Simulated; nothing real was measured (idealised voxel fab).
process module | voxel self aligned vias
cross-section cut | 220 nm wide | cells 5 nm
A cross-section is a grid of square cells, given in bands from the top down. A band is one or more rows of cells.
Each band's line starts with the height of the band's top and of its bottom, in nm. Then come its materials from left to right, each with its width in nm. One material with "throughout" fills the band from edge to edge. "air" is empty space.
Height 0 is the level under which the wafer as received is all one material. The lowest band goes on downwards, as in "0 down".
A width such as "30 to 40" changes by the same amount from each row of cells to the next, from the band's top row to its bottom row.
"no change" after a step means that no cell of the cross-section changed.
closed voids: empty space of 8 cells or more with no open way to the top, each as width x height at its distance from the left edge, in nm
after a step's settings: what the simulator itself notes on the step
overlay nm, on a step with a mask: how far to the right of its planned place the mask lay; to the left if negative
plan
1 op RECEIVE | material Si
2 op CONFORMAL_DEP | material SiO2 | thk nm 10
3 op CONFORMAL_DEP | material SiCN | thk nm 5
4 op DIRECTIONAL_DEP | material lowk | thk nm 25
5 op MASKED_ETCH | tone open | mask id LINES | width nm 20 | pitch nm 60 | etch materials lowk | depth nm 25 | overlay nm 0
6 op CONFORMAL_DEP | material TiN | thk nm 5
7 op FILL_DEP | material W | thk nm 5
8 op CMP | height nm 40
9 op SELECTIVE_ETCH | etch materials W Ru TiN | depth nm 5
10 op FILL_DEP | material SiN | thk nm 10
11 op CMP | height nm 40
12 op DIRECTIONAL_DEP | material lowk | thk nm 10
13 op MASKED_ETCH | tone open | mask id VIAS | width nm 40 | pitch nm 60 | etch materials lowk | depth nm 20 | overlay nm 0
14 op MASKED_ETCH | tone open | mask id VIAS | width nm 40 | pitch nm 60 | etch materials SiN | depth nm 5 | overlay nm 0
15 op CONFORMAL_DEP | material TiN | thk nm 5
16 op FILL_DEP | material W | thk nm 5
17 op CMP | height nm 60
18 op CONFORMAL_DEP | material SiN | thk nm 5
varied across the wafers: thk nm of step 12. The plan shows the first wafer's value. All wafers start alike
first wafer as received, after step 1
  0 down: Si throughout
  closed voids: none
each wafer at the end: cells of each material gained (+) or lost (-) since it was received, then its closed voids
thk nm 10 | +44 SiCN | +44 SiN | +88 SiO2 | +84 TiN | +92 W | +220 lowk | closed voids: none
thk nm 15 | +44 SiCN | +44 SiN | +88 SiO2 | +80 TiN | +60 W | +256 lowk | closed voids: none
thk nm 20 | +44 SiCN | +44 SiN | +88 SiO2 | +52 TiN | +52 W | +292 lowk | closed voids: none
thk nm 25 | +44 SiCN | +52 SiN | +88 SiO2 | +44 TiN | +36 W | +308 lowk | closed voids: none
thk nm 30 | +44 SiCN | +52 SiN | +88 SiO2 | +40 TiN | +24 W | +324 lowk | closed voids: none
thk nm 35 | +44 SiCN | +52 SiN | +88 SiO2 | +36 TiN | +12 W | +340 lowk | closed voids: none
